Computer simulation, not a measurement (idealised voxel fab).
This is a process module. Its name is voxel fin reveal.
The figure presents cross-section cut, which has a width of 260 nm and is divided into square cells with an edge length of 5 nm.
This document writes a cross-section as a grid whose cells are square, and gives it as bands, listed from the top down; one or more rows of cells form a band.
Quick guide to a band line: top height, bottom height (nm) up front; then every material left to right with its width in nm. Only one material and it's marked "throughout"? Then it fills the band edge to edge. And "empty" just means empty space.
Basically, 0 is our baseline, since under it the wafer straight out of the box is all one material. The bottom band has no lower end and keeps on going down, so it looks like "0 nm and below".
A width such as "30 to 40" changes by the same amount from each row of cells to the next, from the band's top row to its bottom row.
"remains unaltered" after a step means that no cell of the cross-section changed.
Listed in "Closed void listing": every empty space of 8 or more cells without an open way to the top. Form: width x height at distance, the distance being from the left edge, all in nm.
What comes after the settings on a step's line is commentary from the simulator itself on that step.
What "overlay nm" on a step's line means: if the step has a mask, that mask lay this far to the right of its planned place, or, when the value is negative, to the left.

### The following list gives the planned process steps
1,RECEIVE,material Si
2,CONFORMAL_DEP,material SiN,thk nm 5
3,DIRECTIONAL_DEP,material aC,thk nm 10
4,PATTERN,tone cover,mask id FINS,material resist,width nm 15,pitch nm 35,thk nm 25,overlay nm 0
5,DIRECTIONAL_ETCH,etch materials aC,depth nm 10
6,STRIP,etch materials resist
7,DIRECTIONAL_ETCH,etch materials SiN,depth nm 5
8,DIRECTIONAL_ETCH,etch materials Si,depth nm 35
9,STRIP,etch materials aC
10,FILL_DEP,material SiO2,thk nm 5
11,CMP,height nm 5
12,SELECTIVE_ETCH,etch materials SiO2,depth nm 25
13,STRIP,etch materials SiN
14,CONFORMAL_DEP,material HfO2,thk nm 5

### Cross-section of the incoming wafer, state after step 1
* 0 nm and below | Si throughout
* Closed void listing: none

### Wafer cross-section at module end: first of two, run to plan
* 5 nm to 0 nm | empty=65  HfO2=25  empty=10  HfO2=25  empty=10  HfO2=25  empty=10  HfO2=25  empty=65
* 0 nm to -15 nm | empty=65  HfO2=5  Si=15  HfO2=5  empty=10  HfO2=5  Si=15  HfO2=5  empty=10  HfO2=5  Si=15  HfO2=5  empty=10  HfO2=5  Si=15  HfO2=5  empty=65
* -15 nm to -20 nm | HfO2=70  Si=15  HfO2=20  Si=15  HfO2=20  Si=15  HfO2=20  Si=15  HfO2=70
* -20 nm to -35 nm | SiO2=70  Si=15  SiO2=20  Si=15  SiO2=20  Si=15  SiO2=20  Si=15  SiO2=70
* -35 nm and below | Si throughout
* Closed void listing: none

### Wafer two, end of module, cross-section. Same start, same plan as wafer one. One mistake in the run
* 5 nm to 0 nm | empty=65  HfO2=30  empty=5  HfO2=30  empty=5  HfO2=30  empty=5  HfO2=30  empty=60
* 0 nm to -15 nm | empty=65  HfO2=5  Si=20  HfO2=5  empty=5  HfO2=5  Si=20  HfO2=5  empty=5  HfO2=5  Si=20  HfO2=5  empty=5  HfO2=5  Si=20  HfO2=5  empty=60
* -15 nm to -20 nm | HfO2=70  Si=20  HfO2=15  Si=20  HfO2=15  Si=20  HfO2=15  Si=20  HfO2=65
* -20 nm to -35 nm | SiO2=70  Si=20  SiO2=15  Si=20  SiO2=15  Si=20  SiO2=15  Si=20  SiO2=65
* -35 nm and below | Si throughout
* Closed void listing: none
Run error: note that step 4 departed from the planned setting and was carried out as PATTERN,tone cover,mask id FINS,material resist,width nm 20,pitch nm 35,thk nm 25,overlay nm 0
Final wafer comparison in cells, second versus first, more or fewer per material: 28 more of Si | 12 fewer of SiO2
